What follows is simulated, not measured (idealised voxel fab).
process module | voxel fin reveal
cross-section cut | 295 nm wide | cells 5 nm
A cross-section is a grid of square cells, given in bands from the top down. A band is one or more rows of cells.
Each band's line starts with the height of the band's top and of its bottom, in nm. Then come its materials from left to right, each with its width in nm. One material with "throughout" fills the band from edge to edge. "air" is empty space.
Height 0 is the level under which the wafer as received is all one material. The lowest band goes on downwards, as in "0 down".
A width such as "30 to 40" changes by the same amount from each row of cells to the next, from the band's top row to its bottom row.
"no change" after a step means that no cell of the cross-section changed.
closed voids: empty space of 8 cells or more with no open way to the top, each as width x height at its distance from the left edge, in nm
after a step's settings: what the simulator itself notes on the step
overlay nm, on a step with a mask: how far to the right of its planned place the mask lay; to the left if negative
plan
1 op RECEIVE | material Si
2 op CONFORMAL_DEP | material SiN | thk nm 5
3 op PATTERN | tone cover | mask id FINS | material resist | width nm 15 | pitch nm 40 | thk nm 15 | overlay nm 0
4 op DIRECTIONAL_ETCH | etch materials SiN | depth nm 5
5 op DIRECTIONAL_ETCH | etch materials Si | depth nm 40
6 op STRIP | etch materials resist
7 op FILL_DEP | material SiO2 | thk nm 5
8 op CMP | height nm 5
9 op SELECTIVE_ETCH | etch materials SiO2 | depth nm 30
10 op STRIP | etch materials SiN
11 op CONFORMAL_DEP | material SiO2 | thk nm 5
as received, after step 1
  0 down: Si throughout
  closed voids: none
first wafer at the end, as planned
  5 to 0: air 75 | SiO2 25 | air 15 | SiO2 25 | air 15 | SiO2 25 | air 15 | SiO2 25 | air 75
  0 to -20: air 75 | SiO2 5 | Si 15 | SiO2 5 | air 15 | SiO2 5 | Si 15 | SiO2 5 | air 15 | SiO2 5 | Si 15 | SiO2 5 | air 15 | SiO2 5 | Si 15 | SiO2 5 | air 75
  -20 to -40: SiO2 80 | Si 15 | SiO2 25 | Si 15 | SiO2 25 | Si 15 | SiO2 25 | Si 15 | SiO2 80
  -40 down: Si throughout
  closed voids: none
second wafer at the end: like start, like plan, one mistake
  5 to 0: air 75 | SiN 25 | air 15 | SiN 25 | air 15 | SiN 25 | air 15 | SiN 25 | air 75
  0 to -20: air 75 | SiN 5 | Si 15 | SiN 5 | air 15 | SiN 5 | Si 15 | SiN 5 | air 15 | SiN 5 | Si 15 | SiN 5 | air 15 | SiN 5 | Si 15 | SiN 5 | air 75
  -20 to -25: SiN 80 | Si 15 | SiN 25 | Si 15 | SiN 25 | Si 15 | SiN 25 | Si 15 | SiN 80
  -25 to -40: SiO2 80 | Si 15 | SiO2 25 | Si 15 | SiO2 25 | Si 15 | SiO2 25 | Si 15 | SiO2 80
  -40 down: Si throughout
  closed voids: none
what went wrong: step 11 ran as: op CONFORMAL_DEP | material SiN | thk nm 5
at the end the second wafer has, in cells: 99 more of SiN | 99 fewer of SiO2
